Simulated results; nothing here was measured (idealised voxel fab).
process module | voxel released beams
cross-section cut | 220 nm wide | cells 5 nm
A cross-section is a grid of square cells, given in bands from the top down. A band is one or more rows of cells.
Each band's line starts with the height of the band's top and of its bottom, in nm. Then come its materials from left to right, each with its width in nm. One material with "throughout" fills the band from edge to edge. "air" is empty space.
Height 0 is the level under which the wafer as received is all one material. The lowest band goes on downwards, as in "0 down".
A width such as "30 to 40" changes by the same amount from each row of cells to the next, from the band's top row to its bottom row.
"no change" after a step means that no cell of the cross-section changed.
closed voids: empty space of 8 cells or more with no open way to the top, each as width x height at its distance from the left edge, in nm
after a step's settings: what the simulator itself notes on the step
overlay nm, on a step with a mask: how far to the right of its planned place the mask lay; to the left if negative
plan
1 op RECEIVE | material Si
2 op CONFORMAL_DEP | material SiN | thk nm 5
3 op DIRECTIONAL_DEP | material SiO2 | thk nm 15
4 op DIRECTIONAL_DEP | material aC | thk nm 15
5 op PATTERN | tone open | mask id ANCHOR | material resist | width nm 30 | thk nm 30 | overlay nm 0
6 op DIRECTIONAL_ETCH | etch materials aC | depth nm 15
7 op STRIP | etch materials resist
8 op DIRECTIONAL_ETCH | etch materials SiO2 | depth nm 15
9 op STRIP | etch materials aC
10 op CONFORMAL_DEP | material W | thk nm 10
11 op DIRECTIONAL_DEP | material aC | thk nm 10
12 op PATTERN | tone cover | mask id BEAM | material resist | width nm 105 | thk nm 25 | overlay nm 0
13 op DIRECTIONAL_ETCH | etch materials aC | depth nm 10
14 op STRIP | etch materials resist
15 op DIRECTIONAL_ETCH | etch materials W | depth nm 10
16 op STRIP | etch materials aC
17 op STRIP | etch materials SiO2
as received, after step 1
  0 down: Si throughout
  closed voids: none
a wafer at the end: this start, this plan, one mistake
  30 to 20: air 55 | W 45 | air 120
  20 to 15: air 50 | W 10 | SiO2 30 | W 10 | air 120
  15 to 5: air 50 | W 10 | SiO2 30 | W 70 | air 60
  5 to 0: SiN throughout
  0 down: Si throughout
  closed voids: none
what went wrong: step 5 ran as: op PATTERN | tone cover | mask id ANCHOR | material resist | width nm 30 | thk nm 30 | overlay nm 0
